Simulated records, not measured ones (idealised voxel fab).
The following is a process module called voxel ribs on slabs.
Pictured: cross-section cut, 235 nm wide, on a grid of 5 nm square cells.
Square cells in a grid make up a cross-section in this document, and the grid is given as bands, listed from the top down, each one or more rows of cells.
Top, bottom (nm), then materials left to right with widths (nm); lone material tagged "all across" fills the whole band edge to edge; "empty" = empty space.
The reference from which all heights are counted is 0, the level beneath which the as-received wafer is entirely one material; the lowest band, having no lower bound, proceeds downward and is written after the example "0 -> down".
The expression "30 to 40" gives the width at the extremes of the band, the first number at its top row of cells and the second at its bottom row, with the width changing by equal amounts from each row to the next in between.
For the purposes of this document, the phrase "nothing altered" attached to a step denotes that no cell within the cross-section was modified by that step.
"Sealed void list": sealed empty spaces, 8 cells or more, no open way to top, listed width x height at distance, with distance from the left edge and width, height and distance in nm.
Formally, on a step line, whatever follows the settings is a remark that the simulator itself makes on the step.
The optional step-line setting "overlay nm" applies to steps with a mask and quantifies how far to the right of its planned location the mask lay, a negative value indicating leftward placement.
This section lists the process steps that were planned:
step 1: RECEIVE with material Si
step 2: DIRECTIONAL_DEP with material SiO2, thk nm 20
step 3: DIRECTIONAL_DEP with material polySi, thk nm 15
step 4: DIRECTIONAL_DEP with material aC, thk nm 15
step 5: PATTERN with tone cover, mask id RIB, material resist, width nm 30, thk nm 30, overlay nm 0
step 6: DIRECTIONAL_ETCH with etch materials aC, depth nm 15
step 7: STRIP with etch materials resist
step 8: DIRECTIONAL_ETCH with etch materials polySi, depth nm 5
step 9: STRIP with etch materials aC
step 10: MASKED_ETCH with tone cover, mask id SLAB, width nm 80, etch materials polySi, depth nm 10, overlay nm 0
step 11: FILL_DEP with material SiO2, thk nm 30
step 12: CMP with height nm 55
step 13: DIRECTIONAL_DEP with material W, thk nm 5
step 14: DIRECTIONAL_DEP with material aC, thk nm 15
step 15: PATTERN with tone cover, mask id HEATER, material resist, width nm 40, thk nm 30, overlay nm 0
step 16: DIRECTIONAL_ETCH with etch materials aC, depth nm 15
step 17: STRIP with etch materials resist
step 18: DIRECTIONAL_ETCH with etch materials W, depth nm 5
step 19: STRIP with etch materials aC
step 20: CONFORMAL_DEP with material SiO2, thk nm 5
First out of two wafers; run went to plan:
Incoming wafer in cross-section (state: after step 1):
- 0 -> down = Si all across
- Sealed void list: none
The following cross-section depicts the wafer upon completion of step 2:
- 20 -> 0 = SiO2 all across
- Unchanged below 0.
The following cross-section depicts the wafer upon completion of step 3:
- 35 -> 20 = polySi all across
- Unchanged below 20.
The following cross-section depicts the wafer upon completion of step 4:
- 50 -> 35 = aC all across
- Unchanged below 35.
The following cross-section depicts the wafer upon completion of step 5:
- 80 -> 50 = empty: 100  resist: 30  empty: 105
- Unchanged below 50.
The following cross-section depicts the wafer upon completion of step 6:
- 65 -> 50 = empty: 100  resist: 30  empty: 105
- 50 -> 35 = empty: 100  aC: 30  empty: 105
- Unchanged below 35.
The following cross-section depicts the wafer upon completion of step 7:
- 50 -> 35 = empty: 100  aC: 30  empty: 105
- Unchanged below 35.
The following cross-section depicts the wafer upon completion of step 8:
- 50 -> 35 = empty: 100  aC: 30  empty: 105
- 35 -> 30 = empty: 100  polySi: 30  empty: 105
- Unchanged below 30.
The following cross-section depicts the wafer upon completion of step 9:
- 35 -> 30 = empty: 100  polySi: 30  empty: 105
- Unchanged below 30.
The following cross-section depicts the wafer upon completion of step 10:
- 35 -> 30 = empty: 100  polySi: 30  empty: 105
- 30 -> 20 = empty: 75  polySi: 80  empty: 80
- Unchanged below 20.
The following cross-section depicts the wafer upon completion of step 11:
- 65 -> 35 = SiO2 all across
- 35 -> 30 = SiO2: 100  polySi: 30  SiO2: 105
- 30 -> 20 = SiO2: 75  polySi: 80  SiO2: 80
- Unchanged below 20.
The following cross-section depicts the wafer upon completion of step 12:
- 55 -> 35 = SiO2 all across
- Unchanged below 35.
The following cross-section depicts the wafer upon completion of step 13:
- 60 -> 55 = W all across
- Unchanged below 55.
The following cross-section depicts the wafer upon completion of step 14:
- 75 -> 60 = aC all across
- Unchanged below 60.
The following cross-section depicts the wafer upon completion of step 15:
- 105 -> 75 = empty: 95  resist: 40  empty: 100
- Unchanged below 75.
The following cross-section depicts the wafer upon completion of step 16:
- 90 -> 75 = empty: 95  resist: 40  empty: 100
- 75 -> 60 = empty: 95  aC: 40  empty: 100
- Unchanged below 60.
The following cross-section depicts the wafer upon completion of step 17:
- 75 -> 60 = empty: 95  aC: 40  empty: 100
- Unchanged below 60.
The following cross-section depicts the wafer upon completion of step 18:
- 75 -> 60 = empty: 95  aC: 40  empty: 100
- 60 -> 55 = empty: 95  W: 40  empty: 100
- Unchanged below 55.
The following cross-section depicts the wafer upon completion of step 19:
- 60 -> 55 = empty: 95  W: 40  empty: 100
- Unchanged below 55.
The following cross-section depicts the wafer upon completion of step 20:
- 65 -> 60 = empty: 90  SiO2: 50  empty: 95
- 60 -> 55 = SiO2: 95  W: 40  SiO2: 100
- Unchanged below 55.
It is to be noted that the second wafer proceeded from the same initial state and according to the same plan as the first, although one mistake was committed in its execution; through step 10, inclusive, the two wafers share an identical history:
Cross-section: second wafer, time at which step 11 was scheduled to end:
- 65 -> 35 = W all across
- 35 -> 30 = W: 100  polySi: 30  W: 105
- 30 -> 20 = W: 75  polySi: 80  W: 80
- Unchanged below 20.
Cross-section: second wafer, time at which step 12 was scheduled to end:
- 55 -> 35 = W all across
- Unchanged below 35.
Cross-section: second wafer, time at which step 13 was scheduled to end:
- 60 -> 35 = W all across
- Unchanged below 35.
Cross-section: second wafer, time at which step 14 was scheduled to end:
- 75 -> 60 = aC all across
- Unchanged below 60.
Cross-section: second wafer, time at which step 15 was scheduled to end:
- 105 -> 75 = empty: 95  resist: 40  empty: 100
- Unchanged below 75.
Cross-section: second wafer, time at which step 16 was scheduled to end:
- 90 -> 75 = empty: 95  resist: 40  empty: 100
- 75 -> 60 = empty: 95  aC: 40  empty: 100
- Unchanged below 60.
Cross-section: second wafer, time at which step 17 was scheduled to end:
- 75 -> 60 = empty: 95  aC: 40  empty: 100
- Unchanged below 60.
Cross-section: second wafer, time at which step 18 was scheduled to end:
- 75 -> 60 = empty: 95  aC: 40  empty: 100
- 60 -> 55 = empty: 95  W: 40  empty: 100
- Unchanged below 55.
Cross-section: second wafer, time at which step 19 was scheduled to end:
- 60 -> 55 = empty: 95  W: 40  empty: 100
- Unchanged below 55.
Cross-section: second wafer, time at which step 20 was scheduled to end:
- 65 -> 60 = empty: 90  SiO2: 50  empty: 95
- 60 -> 55 = SiO2: 95  W: 40  SiO2: 100
- Unchanged below 55.
In executing the process, a mistake was made relative to the plan: step 11 ran with different settings than intended, the actual operation and settings being FILL_DEP with material W, thk nm 30
Final difference in cells, second wafer against first, listed per material as more or fewer: -291 SiO2 | +291 W
